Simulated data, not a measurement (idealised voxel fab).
process module | voxel capacitor over wiring
cross-section cut | 230 nm wide | cells 5 nm
A cross-section is a grid of square cells, given in bands from the top down. A band is one or more rows of cells.
Each band's line starts with the height of the band's top and of its bottom, in nm. Then come its materials from left to right, each with its width in nm. One material with "throughout" fills the band from edge to edge. "air" is empty space.
Height 0 is the level under which the wafer as received is all one material. The lowest band goes on downwards, as in "0 down".
A width such as "30 to 40" changes by the same amount from each row of cells to the next, from the band's top row to its bottom row.
"no change" after a step means that no cell of the cross-section changed.
closed voids: empty space of 8 cells or more with no open way to the top, each as width x height at its distance from the left edge, in nm
after a step's settings: what the simulator itself notes on the step
overlay nm, on a step with a mask: how far to the right of its planned place the mask lay; to the left if negative
plan
1 op RECEIVE | material Si
2 op CONFORMAL_DEP | material SiO2 | thk nm 15
3 op DIRECTIONAL_DEP | material TiN | thk nm 5
4 op DIRECTIONAL_DEP | material Ru | thk nm 15
5 op PATTERN | tone cover | mask id METAL_1 | material resist | width nm 25 | pitch nm 80 | thk nm 20 | overlay nm 0
6 op DIRECTIONAL_ETCH | etch materials Ru | depth nm 15
7 op DIRECTIONAL_ETCH | etch materials TiN | depth nm 5
8 op STRIP | etch materials resist
9 op FILL_DEP | material lowk | thk nm 10
10 op CMP | height nm 35
11 op CONFORMAL_DEP | material SiCN | thk nm 5
12 op DIRECTIONAL_DEP | material lowk | thk nm 20
13 op DIRECTIONAL_DEP | material aC | thk nm 10
14 op PATTERN | tone open | mask id PLUG_1 | material resist | width nm 15 | thk nm 30 | overlay nm 0
15 op DIRECTIONAL_ETCH | etch materials aC | depth nm 10
16 op STRIP | etch materials resist
17 op DIRECTIONAL_ETCH | etch materials lowk | depth nm 20
18 op DIRECTIONAL_ETCH | etch materials SiCN | depth nm 5
19 op STRIP | etch materials aC
20 op CONFORMAL_DEP | material TiN | thk nm 5
21 op FILL_DEP | material Ru | thk nm 5
22 op CMP | height nm 60
23 op DIRECTIONAL_DEP | material TiN | thk nm 10
24 op DIRECTIONAL_DEP | material Al2O3 | thk nm 5
25 op DIRECTIONAL_DEP | material TiN | thk nm 5
26 op MASKED_ETCH | tone cover | mask id UPPER_PLATE | width nm 60 | etch materials TiN | depth nm 5 | overlay nm 0
27 op MASKED_ETCH | tone cover | mask id UPPER_PLATE | width nm 60 | etch materials Al2O3 | depth nm 5 | overlay nm 0
28 op MASKED_ETCH | tone cover | mask id LOWER_PLATE | width nm 70 | etch materials TiN | depth nm 10 | overlay nm 0
29 op FILL_DEP | material SiO2 | thk nm 15
30 op CMP | height nm 90
31 op DIRECTIONAL_DEP | material aC | thk nm 10
32 op PATTERN | tone open | mask id PLUG_2 | material resist | width nm 15 | thk nm 25 | overlay nm 0
33 op DIRECTIONAL_ETCH | etch materials aC | depth nm 10
34 op STRIP | etch materials resist
35 op DIRECTIONAL_ETCH | etch materials SiO2 | depth nm 10
36 op STRIP | etch materials aC
37 op CONFORMAL_DEP | material TiN | thk nm 5
38 op FILL_DEP | material Ru | thk nm 5
39 op CMP | height nm 90
40 op CONFORMAL_DEP | material SiCN | thk nm 5
first wafer, as planned
as received, after step 1
  0 down: Si throughout
  closed voids: none
after step 2
  15 to 0: SiO2 throughout
  below 0: unchanged
after step 3
  20 to 15: TiN throughout
  below 15: unchanged
after step 4
  35 to 20: Ru throughout
  below 20: unchanged
after step 5
  55 to 35: air 60 | resist 25 | air 55 | resist 25 | air 65
  below 35: unchanged
after step 6
  55 to 35: air 60 | resist 25 | air 55 | resist 25 | air 65
  35 to 20: air 60 | Ru 25 | air 55 | Ru 25 | air 65
  below 20: unchanged
after step 7
  55 to 35: air 60 | resist 25 | air 55 | resist 25 | air 65
  35 to 20: air 60 | Ru 25 | air 55 | Ru 25 | air 65
  20 to 15: air 60 | TiN 25 | air 55 | TiN 25 | air 65
  below 15: unchanged
after step 8
  35 to 20: air 60 | Ru 25 | air 55 | Ru 25 | air 65
  below 20: unchanged
after step 9
  45 to 35: lowk throughout
  35 to 20: lowk 60 | Ru 25 | lowk 55 | Ru 25 | lowk 65
  20 to 15: lowk 60 | TiN 25 | lowk 55 | TiN 25 | lowk 65
  below 15: unchanged
after step 10
  35 to 20: lowk 60 | Ru 25 | lowk 55 | Ru 25 | lowk 65
  below 20: unchanged
after step 11
  40 to 35: SiCN throughout
  below 35: unchanged
after step 12
  60 to 40: lowk throughout
  below 40: unchanged
after step 13
  70 to 60: aC throughout
  below 60: unchanged
after step 14
  100 to 70: resist 70 | air 15 | resist 145
  below 70: unchanged
after step 15
  90 to 70: resist 70 | air 15 | resist 145
  70 to 60: aC 70 | air 15 | aC 145
  below 60: unchanged
after step 16
  70 to 60: aC 70 | air 15 | aC 145
  below 60: unchanged
after step 17
  70 to 60: aC 70 | air 15 | aC 145
  60 to 40: lowk 70 | air 15 | lowk 145
  below 40: unchanged
after step 18
  70 to 60: aC 70 | air 15 | aC 145
  60 to 40: lowk 70 | air 15 | lowk 145
  40 to 35: SiCN 70 | air 15 | SiCN 145
  below 35: unchanged
after step 19
  60 to 40: lowk 70 | air 15 | lowk 145
  below 40: unchanged
after step 20
  65 to 60: TiN 75 | air 5 | TiN 150
  60 to 40: lowk 70 | TiN 5 | air 5 | TiN 5 | lowk 145
  40 to 35: SiCN 70 | TiN 15 | SiCN 145
  below 35: unchanged
after step 21
  70 to 65: Ru throughout
  65 to 60: TiN 75 | Ru 5 | TiN 150
  60 to 40: lowk 70 | TiN 5 | Ru 5 | TiN 5 | lowk 145
  below 40: unchanged
after step 22
  60 to 40: lowk 70 | TiN 5 | Ru 5 | TiN 5 | lowk 145
  below 40: unchanged
after step 23
  70 to 60: TiN throughout
  below 60: unchanged
after step 24
  75 to 70: Al2O3 throughout
  below 70: unchanged
after step 25
  80 to 75: TiN throughout
  below 75: unchanged
after step 26
  80 to 75: air 70 | TiN 60 | air 100
  below 75: unchanged
after step 27
  80 to 75: air 70 | TiN 60 | air 100
  75 to 70: air 70 | Al2O3 60 | air 100
  below 70: unchanged
after step 28
  80 to 75: air 70 | TiN 60 | air 100
  75 to 70: air 70 | Al2O3 60 | air 100
  70 to 60: air 65 | TiN 70 | air 95
  below 60: unchanged
after step 29
  95 to 80: SiO2 throughout
  80 to 75: SiO2 70 | TiN 60 | SiO2 100
  75 to 70: SiO2 70 | Al2O3 60 | SiO2 100
  70 to 60: SiO2 65 | TiN 70 | SiO2 95
  below 60: unchanged
after step 30
  90 to 80: SiO2 throughout
  below 80: unchanged
after step 31
  100 to 90: aC throughout
  below 90: unchanged
after step 32
  125 to 100: resist 80 | air 15 | resist 135
  below 100: unchanged
after step 33
  115 to 100: resist 80 | air 15 | resist 135
  100 to 90: aC 80 | air 15 | aC 135
  below 90: unchanged
after step 34
  100 to 90: aC 80 | air 15 | aC 135
  below 90: unchanged
after step 35
  100 to 90: aC 80 | air 15 | aC 135
  90 to 80: SiO2 80 | air 15 | SiO2 135
  below 80: unchanged
after step 36
  90 to 80: SiO2 80 | air 15 | SiO2 135
  below 80: unchanged
after step 37
  95 to 90: TiN 85 | air 5 | TiN 140
  90 to 85: SiO2 80 | TiN 5 | air 5 | TiN 5 | SiO2 135
  85 to 75: SiO2 80 to 70 | TiN 15 to 60 | SiO2 135 to 100
  below 75: unchanged
after step 38
  100 to 95: Ru throughout
  95 to 90: TiN 85 | Ru 5 | TiN 140
  90 to 85: SiO2 80 | TiN 5 | Ru 5 | TiN 5 | SiO2 135
  below 85: unchanged
after step 39
  90 to 85: SiO2 80 | TiN 5 | Ru 5 | TiN 5 | SiO2 135
  below 85: unchanged
after step 40
  95 to 90: SiCN throughout
  below 90: unchanged
second wafer: like start, like plan, one mistake. Through step 27 it matches the first wafer
when step 28 should have ended
  80 to 75: air 70 | TiN 60 | air 100
  75 to 70: air 70 | Al2O3 60 | air 100
  70 to 60: air 70 | TiN 70 | air 90
  below 60: unchanged
when step 29 should have ended
  95 to 80: SiO2 throughout
  80 to 75: SiO2 70 | TiN 60 | SiO2 100
  75 to 70: SiO2 70 | Al2O3 60 | SiO2 100
  70 to 60: SiO2 70 | TiN 70 | SiO2 90
  below 60: unchanged
when step 30 should have ended
  90 to 80: SiO2 throughout
  below 80: unchanged
when step 31 should have ended
  100 to 90: aC throughout
  below 90: unchanged
when step 32 should have ended
  125 to 100: resist 80 | air 15 | resist 135
  below 100: unchanged
when step 33 should have ended
  115 to 100: resist 80 | air 15 | resist 135
  100 to 90: aC 80 | air 15 | aC 135
  below 90: unchanged
when step 34 should have ended
  100 to 90: aC 80 | air 15 | aC 135
  below 90: unchanged
when step 35 should have ended
  100 to 90: aC 80 | air 15 | aC 135
  90 to 80: SiO2 80 | air 15 | SiO2 135
  below 80: unchanged
when step 36 should have ended
  90 to 80: SiO2 80 | air 15 | SiO2 135
  below 80: unchanged
when step 37 should have ended
  95 to 90: TiN 85 | air 5 | TiN 140
  90 to 85: SiO2 80 | TiN 5 | air 5 | TiN 5 | SiO2 135
  85 to 75: SiO2 80 to 70 | TiN 15 to 60 | SiO2 135 to 100
  below 75: unchanged
when step 38 should have ended
  100 to 95: Ru throughout
  95 to 90: TiN 85 | Ru 5 | TiN 140
  90 to 85: SiO2 80 | TiN 5 | Ru 5 | TiN 5 | SiO2 135
  below 85: unchanged
when step 39 should have ended
  90 to 85: SiO2 80 | TiN 5 | Ru 5 | TiN 5 | SiO2 135
  below 85: unchanged
when step 40 should have ended
  95 to 90: SiCN throughout
  below 90: unchanged
what went wrong: step 28 ran as: op MASKED_ETCH | tone cover | mask id LOWER_PLATE | width nm 70 | etch materials TiN | depth nm 10 | overlay nm 5
at the end the second wafer has, in cells: as many of each material as the first, in other places
